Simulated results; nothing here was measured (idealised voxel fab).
Process module under the name voxel transistor to metal
The width of the displayed cross-section, cut, is 195 nm; its cells are square, with a size of 5 nm.
In this document a cross-section is written as a grid of square cells. It is given as a series of bands, listed from the top down, and a band is one or more rows of cells.
Each band's line starts with the height of the band's top and of its bottom, in nm. Then come its materials from left to right, each with its width in nm. One material with "everywhere" fills the band from edge to edge. "empty" is empty space.
Where do heights start? At 0: under that level the wafer as delivered is made of one material only. And the lowest band has no floor; it just carries on downward, as in "top 0, no bottom".
You'd read "30 to 40" like this: the band's top row of cells is as wide as the first number, its bottom row is as wide as the second, and going down, every row changes width by the same amount as the row before did.
The cross-section has no changed cell in any step marked "remained unchanged".
Closed empty spaces (no open way to the top) of 8 cells or more are what "Closed void listing" lists, each as width x height at distance from the left edge, nm for all three.
after a step's settings: what the simulator itself notes on the step
What "overlay nm" on a step's line means: if the step has a mask, that mask lay this far to the right of its planned place, or, when the value is negative, to the left.
-- Steps planned for the process
1. op RECEIVE | material Si
2. op CONFORMAL_DEP | material SiO2 | thk nm 5
3. op CONFORMAL_DEP | material SiN | thk nm 10
4. op MASKED_ETCH | tone cover | mask id ACTIVE | width nm 115 | etch materials SiN | depth nm 10 | overlay nm 0
5. op MASKED_ETCH | tone cover | mask id ACTIVE | width nm 115 | etch materials SiO2 | depth nm 5 | overlay nm 0
6. op MASKED_ETCH | tone cover | mask id ACTIVE | width nm 115 | etch materials Si | depth nm 30 | overlay nm 0
7. op FILL_DEP | material SiO2 | thk nm 5
8. op CMP | height nm 15
9. op SELECTIVE_ETCH | etch materials SiO2 | depth nm 5
10. op STRIP | etch materials SiN
11. op SELECTIVE_ETCH | etch materials SiO2 | depth nm 5
12. op OXIDIZE | depth nm 5
13. op DIRECTIONAL_DEP | material polySi | thk nm 20
14. op DIRECTIONAL_DEP | material SiCN | thk nm 10
15. op PATTERN | tone cover | mask id GATE | material resist | width nm 25 | thk nm 15 | overlay nm 0
16. op DIRECTIONAL_ETCH | etch materials SiCN | depth nm 20
17. op DIRECTIONAL_ETCH | etch materials polySi | depth nm 30
18. op STRIP | etch materials resist
19. op CONFORMAL_DEP | material SiO2 | thk nm 5
20. op DIRECTIONAL_ETCH | etch materials SiO2 | depth nm 5
21. op CONFORMAL_DEP | material SiN | thk nm 10
22. op DIRECTIONAL_ETCH | etch materials SiN | depth nm 10
23. op DIRECTIONAL_ETCH | etch materials SiO2 | depth nm 5
24. op DIRECTIONAL_ETCH | etch materials Si | depth nm 15
25. op EPI | material SiGe | thk nm 15
26. op FILL_DEP | material SiO2 | thk nm 5
27. op CMP | height nm 20
28. op STRIP | etch materials polySi
29. op SELECTIVE_ETCH | etch materials SiO2 | depth nm 5
30. op CONFORMAL_DEP | material HfO2 | thk nm 5
31. op CONFORMAL_DEP | material TiN | thk nm 5
32. op FILL_DEP | material W | thk nm 10
33. op CMP | height nm 15
34. op DIRECTIONAL_DEP | material SiO2 | thk nm 15
35. op MASKED_ETCH | tone open | mask id CONTACT | width nm 15 | pitch nm 80 | etch materials SiO2 | depth nm 20 | overlay nm 0
36. op CONFORMAL_DEP | material TiN | thk nm 5
37. op FILL_DEP | material W | thk nm 10
38. op CMP | height nm 30
39. op CONFORMAL_DEP | material SiCN | thk nm 5
40. op DIRECTIONAL_DEP | material SiO2 | thk nm 25
41. op MASKED_ETCH | tone open | mask id METAL_1 | width nm 15 | pitch nm 80 | etch materials SiO2 | depth nm 25 | overlay nm 0
42. op MASKED_ETCH | tone open | mask id METAL_1 | width nm 15 | pitch nm 80 | etch materials SiCN | depth nm 5 | overlay nm 0
43. op CONFORMAL_DEP | material TiN | thk nm 5
44. op FILL_DEP | material Cu | thk nm 5
45. op CMP | height nm 60
46. op CONFORMAL_DEP | material SiCN | thk nm 5
47. op DIRECTIONAL_DEP | material lowk | thk nm 25
48. op MASKED_ETCH | tone open | mask id METAL_2 | width nm 15 | pitch nm 80 | etch materials lowk | depth nm 15 | overlay nm 0
49. op DIRECTIONAL_DEP | material aC | thk nm 10
50. op PATTERN | tone open | mask id METAL_2_HOLES | material resist | width nm 15 | pitch nm 80 | thk nm 30 | overlay nm 0
51. op DIRECTIONAL_ETCH | etch materials aC | depth nm 10
52. op STRIP | etch materials resist
53. op DIRECTIONAL_ETCH | etch materials lowk | depth nm 10
54. op DIRECTIONAL_ETCH | etch materials SiCN | depth nm 5
55. op STRIP | etch materials aC
56. op CONFORMAL_DEP | material TiN | thk nm 5
57. op FILL_DEP | material Cu | thk nm 10
58. op CMP | height nm 90
59. op CONFORMAL_DEP | material SiN | thk nm 5
-- So this is the incoming wafer in cross-section - it's already been through step 1
> top 0, no bottom | Si everywhere
> Closed void listing: none
-- Cross-section taken at module completion on the first of two wafers; processed per the plan
> top 95, bottom 90 | SiN everywhere
> top 90, bottom 65 | lowk 50; TiN 5; Cu 5; TiN 5; lowk 65; TiN 5; Cu 5; TiN 5; lowk 50
> top 65, bottom 60 | SiCN 50; TiN 15; SiCN 65; TiN 15; SiCN 50
> top 60, bottom 35 | SiO2 50; TiN 5; Cu 5; TiN 5; SiO2 65; TiN 5; Cu 5; TiN 5; SiO2 50
> top 35, bottom 30 | SiCN 50; TiN 15; SiCN 65; TiN 15; SiCN 50
> top 30, bottom 15 | SiO2 50; TiN 5; W 5; TiN 5; SiO2 65; TiN 5; W 5; TiN 5; SiO2 50
> top 15, bottom 10 | SiO2 50; TiN 15; SiO2 5; SiN 10; HfO2 5; TiN 5; W 15; TiN 5; HfO2 5; SiN 10; SiO2 5; TiN 15; SiO2 50
> top 10, bottom 5 | SiO2 45; SiGe 25; SiN 10; HfO2 5; TiN 5; W 15; TiN 5; HfO2 5; SiN 10; SiGe 25; SiO2 45
> top 5, bottom 0 | SiO2 40; SiN 10; SiGe 20; SiN 10; HfO2 5; TiN 25; HfO2 5; SiN 10; SiGe 20; SiN 10; SiO2 40
> top 0, bottom -5 | SiO2 50; SiGe 20; SiO2 10; HfO2 35; SiO2 10; SiGe 20; SiO2 50
> top -5, bottom -20 | SiO2 40; Si 10; SiGe 20; Si 55; SiGe 20; Si 10; SiO2 40
> top -20, bottom -30 | SiO2 40; Si 115; SiO2 40
> top -30, no bottom | Si everywhere
> Closed void listing: none
-- Now the second wafer, cross-sectioned at the end of the module. Nothing different at the start, nothing different in the plan compared with the first, just one mistake when it was actually run
> top 95, bottom 90 | SiN everywhere
> top 90, bottom 65 | lowk 50; TiN 5; Cu 5; TiN 5; lowk 65; TiN 5; Cu 5; TiN 5; lowk 50
> top 65, bottom 60 | SiCN 50; TiN 15; SiCN 65; TiN 15; SiCN 50
> top 60, bottom 35 | SiO2 50; TiN 5; Cu 5; TiN 5; SiO2 65; TiN 5; Cu 5; TiN 5; SiO2 50
> top 35, bottom 30 | SiCN 50; TiN 15; SiCN 65; TiN 15; SiCN 50
> top 30, bottom 15 | SiO2 45; TiN 5; W 15; TiN 5; SiO2 55; TiN 5; W 15; TiN 5; SiO2 45
> top 15, bottom 10 | SiO2 45; TiN 25; SiN 10; HfO2 5; TiN 5; W 15; TiN 5; HfO2 5; SiN 10; TiN 25; SiO2 45
> top 10, bottom 5 | SiO2 45; SiGe 25; SiN 10; HfO2 5; TiN 5; W 15; TiN 5; HfO2 5; SiN 10; SiGe 25; SiO2 45
> top 5, bottom 0 | SiO2 40; SiN 10; SiGe 20; SiN 10; HfO2 5; TiN 25; HfO2 5; SiN 10; SiGe 20; SiN 10; SiO2 40
> top 0, bottom -5 | SiO2 50; SiGe 20; SiO2 10; HfO2 35; SiO2 10; SiGe 20; SiO2 50
> top -5, bottom -20 | SiO2 40; Si 10; SiGe 20; Si 55; SiGe 20; Si 10; SiO2 40
> top -20, bottom -30 | SiO2 40; Si 115; SiO2 40
> top -30, no bottom | Si everywhere
> Closed void listing: none
Deviation from plan: step 35 did not use the planned setting and instead ran as op MASKED_ETCH | tone open | mask id CONTACT | width nm 25 | pitch nm 80 | etch materials SiO2 | depth nm 20 | overlay nm 0
Final cells, second wafer relative to first, materials higher or lower: 16 fewer of SiO2; 4 more of TiN; 12 more of W
